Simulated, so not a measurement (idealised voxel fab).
process module | voxel released beams
cross-section cut | 180 nm wide | cells 5 nm
A cross-section is a grid of square cells, given in bands from the top down. A band is one or more rows of cells.
Each band's line starts with the height of the band's top and of its bottom, in nm. Then come its materials from left to right, each with its width in nm. One material with "throughout" fills the band from edge to edge. "air" is empty space.
Height 0 is the level under which the wafer as received is all one material. The lowest band goes on downwards, as in "0 down".
A width such as "30 to 40" changes by the same amount from each row of cells to the next, from the band's top row to its bottom row.
"no change" after a step means that no cell of the cross-section changed.
closed voids: empty space of 8 cells or more with no open way to the top, each as width x height at its distance from the left edge, in nm
after a step's settings: what the simulator itself notes on the step
overlay nm, on a step with a mask: how far to the right of its planned place the mask lay; to the left if negative
plan
1 op RECEIVE | material Si
2 op CONFORMAL_DEP | material Al2O3 | thk nm 5
3 op DIRECTIONAL_DEP | material SiO2 | thk nm 15
4 op DIRECTIONAL_DEP | material aC | thk nm 15
5 op PATTERN | tone open | mask id ANCHOR | material resist | width nm 30 | thk nm 35 | overlay nm 0
6 op DIRECTIONAL_ETCH | etch materials aC | depth nm 15
7 op STRIP | etch materials resist
8 op DIRECTIONAL_ETCH | etch materials SiO2 | depth nm 15
9 op STRIP | etch materials aC
10 op CONFORMAL_DEP | material polySi | thk nm 10
11 op MASKED_ETCH | tone cover | mask id BEAM | width nm 80 | etch materials polySi | depth nm 10 | overlay nm 0
12 op STRIP | etch materials SiO2
as received, after step 1
  0 down: Si throughout
  closed voids: none
first wafer at the end, as planned
  30 to 20: air 45 | polySi 15 | air 10 | polySi 55 | air 55
  20 to 15: air 50 | polySi 10 | air 10 | polySi 10 | air 100
  15 to 5: air 50 | polySi 30 | air 100
  5 to 0: Al2O3 throughout
  0 down: Si throughout
  closed voids: none
second wafer at the end: like start, like plan, one mistake
  0 down: Si throughout
  closed voids: none
what went wrong: step 2 ran as: op CONFORMAL_DEP | material SiO2 | thk nm 5
at the end the second wafer has, in cells: 36 fewer of Al2O3 | 44 fewer of polySi
